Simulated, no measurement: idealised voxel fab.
Process module name: voxel gate over fins
The width of the displayed cross-section, cut, is 205 nm; its cells are square, with a size of 5 nm.
Cross-sections here: square-cell grids, written as top-down lists of bands, a band being one or more rows of cells.
Read a band's entry like this: the first values are the height of its top and the height of its bottom in nm, and what follows is the sequence of materials from left to right, each with its width in nm. Note that "blank" is empty space, and that a single material marked "full width" reaches across the band from edge to edge.
A quick word on heights: they are counted from 0, and under that level the wafer as it came to us is one material throughout. The lowest band is different from the rest in having no bottom; it simply continues downward, written as in "0..down".
Width spec "30..40" -> top row of cells at first value, bottom row at second value, equal per-row change in between.
"nothing altered" -> step changed no cross-section cell.
Closed empty spaces (no open way to the top) of 8 cells or more are what "Voids, fully enclosed" lists, each as width x height at distance from the left edge, nm for all three.
That trailing text on a step's line, after the settings, is the simulator's own remark on the step.
Steps that use a mask can have "overlay nm" on their line. It says how far the mask sat to the right of where it was meant to be. Negative means to the left.

**The following list gives the planned process steps**
1: RECEIVE [material Si]
2: CONFORMAL_DEP [material SiN] [thk nm 10]
3: PATTERN [tone cover] [mask id FINS] [material resist] [width nm 15] [pitch nm 45] [thk nm 20] [overlay nm 0]
4: DIRECTIONAL_ETCH [etch materials SiN] [depth nm 10]
5: DIRECTIONAL_ETCH [etch materials Si] [depth nm 35]
6: STRIP [etch materials resist]
7: FILL_DEP [material SiO2] [thk nm 10]
8: CMP [height nm 10]
9: SELECTIVE_ETCH [etch materials SiO2] [depth nm 20]
10: STRIP [etch materials SiN]
11: CONFORMAL_DEP [material HfO2] [thk nm 5]
12: CONFORMAL_DEP [material TiN] [thk nm 5]
13: FILL_DEP [material W] [thk nm 15]
14: CMP [height nm 20]
15: CONFORMAL_DEP [material SiCN] [thk nm 10]

**Wafer cross-section on receipt, i.e. after step 1**
> 0..down = Si full width
> Voids, fully enclosed: none

**Post-module cross-section: identical start and plan to those above, one misstep in execution**
> 30..20 = SiCN full width
> 20..10 = W full width
> 10..5 = 10 W, 180 TiN, 15 W
> 5..0 = 10 W, 5 TiN, 35 HfO2, 10 TiN, 35 HfO2, 10 TiN, 35 HfO2, 10 TiN, 35 HfO2, 5 TiN, 15 W
> 0..-5 = 15 TiN, 5 HfO2, 25 Si, 5 HfO2, 10 TiN, 5 HfO2, 25 Si, 5 HfO2, 10 TiN, 5 HfO2, 25 Si, 5 HfO2, 10 TiN, 5 HfO2, 25 Si, 5 HfO2, 20 TiN
> -5..-10 = 20 HfO2, 25 Si, 20 HfO2, 25 Si, 20 HfO2, 25 Si, 20 HfO2, 25 Si, 25 HfO2
> -10..-35 = 20 SiO2, 25 Si, 20 SiO2, 25 Si, 20 SiO2, 25 Si, 20 SiO2, 25 Si, 25 SiO2
> -35..down = Si full width
> Voids, fully enclosed: none
Diagnosis: step 3 ran as: PATTERN [tone cover] [mask id FINS] [material resist] [width nm 25] [pitch nm 45] [thk nm 20] [overlay nm 0]
